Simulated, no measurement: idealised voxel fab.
process module | voxel air gaps
cross-section cut | 155 nm wide | cells 5 nm
A cross-section is a grid of square cells, given in bands from the top down. A band is one or more rows of cells.
Each band's line starts with the height of the band's top and of its bottom, in nm. Then come its materials from left to right, each with its width in nm. One material with "throughout" fills the band from edge to edge. "air" is empty space.
Height 0 is the level under which the wafer as received is all one material. The lowest band goes on downwards, as in "0 down".
A width such as "30 to 40" changes by the same amount from each row of cells to the next, from the band's top row to its bottom row.
"no change" after a step means that no cell of the cross-section changed.
closed voids: empty space of 8 cells or more with no open way to the top, each as width x height at its distance from the left edge, in nm
after a step's settings: what the simulator itself notes on the step
overlay nm, on a step with a mask: how far to the right of its planned place the mask lay; to the left if negative
plan
1 op RECEIVE | material Si
2 op CONFORMAL_DEP | material SiO2 | thk nm 10
3 op CONFORMAL_DEP | material SiN | thk nm 5
4 op DIRECTIONAL_DEP | material SiO2 | thk nm 30
5 op DIRECTIONAL_DEP | material aC | thk nm 10
6 op PATTERN | tone open | mask id LINES | material resist | width nm 15 | pitch nm 45 | thk nm 30 | overlay nm 0
7 op DIRECTIONAL_ETCH | etch materials aC | depth nm 10
8 op STRIP | etch materials resist
9 op DIRECTIONAL_ETCH | etch materials SiO2 | depth nm 30
10 op STRIP | etch materials aC
11 op CONFORMAL_DEP | material TiN | thk nm 5
12 op FILL_DEP | material Ru | thk nm 5
13 op CMP | height nm 45
14 op EPI | material Ru | thk nm 10
15 op SELECTIVE_ETCH | etch materials SiO2 | depth nm 40
16 op CONFORMAL_DEP | material SiCN | thk nm 5
varied across the wafers: width nm of step 6. The plan shows the first wafer's value. All wafers start alike
first wafer as received, after step 1
  0 down: Si throughout
  closed voids: none
first wafer at the end, after step 16
  60 to 55: air 10 | SiCN 135 | air 10
  55 to 45: air 10 | SiCN 5 | Ru 35 | SiCN 10 | Ru 35 | SiCN 10 | Ru 35 | SiCN 5 | air 10
  45 to 40: air 10 | SiCN 15 | TiN 5 | Ru 5 | TiN 5 | SiCN 30 | TiN 5 | Ru 5 | TiN 5 | SiCN 30 | TiN 5 | Ru 5 | TiN 5 | SiCN 15 | air 10
  40 to 20: air 20 | SiCN 5 | TiN 5 | Ru 5 | TiN 5 | SiCN 5 | air 20 | SiCN 5 | TiN 5 | Ru 5 | TiN 5 | SiCN 5 | air 20 | SiCN 5 | TiN 5 | Ru 5 | TiN 5 | SiCN 5 | air 20
  20 to 15: SiCN 25 | TiN 15 | SiCN 30 | TiN 15 | SiCN 30 | TiN 15 | SiCN 25
  15 to 10: SiN throughout
  10 to 0: SiO2 throughout
  0 down: Si throughout
  closed voids: 20 x 20 at 45; 20 x 20 at 90
last wafer at the end
  60 to 55: SiCN 150 | air 5
  55 to 45: SiCN 5 | Ru 140 | SiCN 5 | air 5
  45 to 40: SiCN 15 | TiN 5 | Ru 20 | TiN 5 | SiO2 15 | TiN 5 | Ru 20 | TiN 5 | SiO2 15 | TiN 5 | Ru 20 | TiN 5 | SiCN 15 | air 5
  40 to 20: air 10 | SiCN 5 | TiN 5 | Ru 20 | TiN 5 | SiO2 15 | TiN 5 | Ru 20 | TiN 5 | SiO2 15 | TiN 5 | Ru 20 | TiN 5 | SiCN 5 | air 15
  20 to 15: SiCN 15 | TiN 30 | SiO2 15 | TiN 30 | SiO2 15 | TiN 30 | SiCN 20
  15 to 10: SiN throughout
  10 to 0: SiO2 throughout
  0 down: Si throughout
  closed voids: 10 x 20 at 0
each wafer at the end: cells of each material gained (+) or lost (-) since it was received, then its closed voids
width nm 15 | +57 Ru | +103 SiCN | +31 SiN | +62 SiO2 | +39 TiN | closed voids: 20 x 20 at 45; 20 x 20 at 90
width nm 20 | +78 Ru | +95 SiCN | +31 SiN | +62 SiO2 | +42 TiN | closed voids: 15 x 20 at 45; 15 x 20 at 90
width nm 25 | +99 Ru | +55 SiCN | +31 SiN | +110 SiO2 | +45 TiN | closed voids: none
width nm 30 | +116 Ru | +55 SiCN | +31 SiN | +98 SiO2 | +48 TiN | closed voids: 10 x 20 at 0
